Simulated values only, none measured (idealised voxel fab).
Documented hereafter: the process module known as voxel released beams.
cross-section cut | 165 nm wide | cells 5 nm
Cross-section, as written here: a square-cell grid given band by band from the top down, where a band holds one or more rows of cells. The entry gives the band's vertical extent as a top height and a bottom height in nm, then its horizontal make-up as materials from left to right, each with a width in nm. "air" stands for empty space; a single material marked "all across" fills the band edge to edge. Height datum 0, below which the as-received substrate wafer is one material. Lowest band open at the bottom, running downward: "z 0 and below". Read "30 to 40" as a graded width: first number on top, second number at the bottom, same change between each pair of neighbouring rows. It should be understood that the words "nothing different", when stated for a given step, signify that the cross-section underwent no change in any of its cells during that step. "closed voids" means: voids of 8 cells or more that are shut off from the top with no open way through. Written width x height at distance, distance from the left edge, in nm. Formally, on a step line, whatever follows the settings is a remark that the simulator itself makes on the step. When a step includes a mask, the "overlay nm" setting on its line states how far to the right of its planned place that mask lay, and negative values state how far to the left.

**Intended process steps**
1,RECEIVE (material Si)
2,CONFORMAL_DEP (material Al2O3; thk nm 5)
3,DIRECTIONAL_DEP (material SiO2; thk nm 20)
4,PATTERN (tone open; mask id ANCHOR; material resist; width nm 35; thk nm 15; overlay nm 0)
5,DIRECTIONAL_ETCH (etch materials SiO2; depth nm 20)
6,STRIP (etch materials resist)
7,CONFORMAL_DEP (material W; thk nm 10)
8,DIRECTIONAL_DEP (material aC; thk nm 10)
9,PATTERN (tone cover; mask id BEAM; material resist; width nm 120; thk nm 30; overlay nm 0)
10,DIRECTIONAL_ETCH (etch materials aC; depth nm 10)
11,STRIP (etch materials resist)
12,DIRECTIONAL_ETCH (etch materials W; depth nm 10)
13,STRIP (etch materials aC)
14,STRIP (etch materials SiO2)

**Here's what the wafer looked like in cross-section when it arrived - that's after step 1**
  z 0 and below  Si all across
  closed voids: none

**Cross-section taken at module completion on the first of two wafers; processed per the plan**
  z 35 to 25  air 20 nm | W 15 nm | air 15 nm | W 90 nm | air 25 nm
  z 25 to 15  air 25 nm | W 10 nm | air 15 nm | W 10 nm | air 105 nm
  z 15 to 5  air 25 nm | W 35 nm | air 105 nm
  z 5 to 0  Al2O3 all across
  z 0 and below  Si all across
  closed voids: none

**End of module, second wafer, cross-section. Started like the first, planned like the first, run with one mistake**
  z 35 to 25  air 20 nm | W 50 nm | air 95 nm
  z 25 to 15  air 15 nm | W 10 nm | SiO2 35 nm | W 10 nm | air 95 nm
  z 15 to 5  air 15 nm | W 10 nm | SiO2 35 nm | W 80 nm | air 25 nm
  z 5 to 0  Al2O3 all across
  z 0 and below  Si all across
  closed voids: none
It is concluded that the wafer was processed incorrectly with respect to the plan, in that note that step 4 departed from the planned setting and was carried out as PATTERN (tone cover; mask id ANCHOR; material resist; width nm 35; thk nm 15; overlay nm 0)
Once processing is complete, comparing cell counts shows that the second wafer has more or fewer of certain materials than the first: +28 SiO2
